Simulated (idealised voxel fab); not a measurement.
process module | voxel ribs on slabs
cross-section cut | 280 nm wide | cells 5 nm
A cross-section is a grid of square cells, given in bands from the top down. A band is one or more rows of cells.
Each band's line starts with the height of the band's top and of its bottom, in nm. Then come its materials from left to right, each with its width in nm. One material with "throughout" fills the band from edge to edge. "air" is empty space.
Height 0 is the level under which the wafer as received is all one material. The lowest band goes on downwards, as in "0 down".
A width such as "30 to 40" changes by the same amount from each row of cells to the next, from the band's top row to its bottom row.
"no change" after a step means that no cell of the cross-section changed.
closed voids: empty space of 8 cells or more with no open way to the top, each as width x height at its distance from the left edge, in nm
after a step's settings: what the simulator itself notes on the step
overlay nm, on a step with a mask: how far to the right of its planned place the mask lay; to the left if negative
plan
1 op RECEIVE | material Si
2 op DIRECTIONAL_DEP | material SiO2 | thk nm 25
3 op DIRECTIONAL_DEP | material polySi | thk nm 15
4 op DIRECTIONAL_DEP | material aC | thk nm 10
5 op PATTERN | tone cover | mask id RIB | material resist | width nm 15 | thk nm 30 | overlay nm 0
6 op DIRECTIONAL_ETCH | etch materials aC | depth nm 10
7 op STRIP | etch materials resist
8 op DIRECTIONAL_ETCH | etch materials polySi | depth nm 10
9 op STRIP | etch materials aC
10 op MASKED_ETCH | tone cover | mask id SLAB | width nm 45 | etch materials polySi | depth nm 5 | overlay nm 0
11 op FILL_DEP | material SiO2 | thk nm 15
12 op CMP | height nm 50
13 op DIRECTIONAL_DEP | material TiN | thk nm 5
14 op MASKED_ETCH | tone cover | mask id HEATER | width nm 25 | etch materials TiN | depth nm 5 | overlay nm 0
15 op CONFORMAL_DEP | material SiO2 | thk nm 10
as received, after step 1
  0 down: Si throughout
  closed voids: none
a wafer at the end: this start, this plan, one mistake
  65 to 60: air 115 | SiO2 50 | air 115
  60 to 55: SiO2 throughout
  55 to 50: SiO2 125 | TiN 30 | SiO2 125
  50 to 40: SiO2 throughout
  40 to 30: SiO2 130 | polySi 15 | SiO2 135
  30 to 25: SiO2 115 | polySi 45 | SiO2 120
  25 to 0: SiO2 throughout
  0 down: Si throughout
  closed voids: none
what went wrong: step 14 ran as: op MASKED_ETCH | tone cover | mask id HEATER | width nm 30 | etch materials TiN | depth nm 5 | overlay nm 0
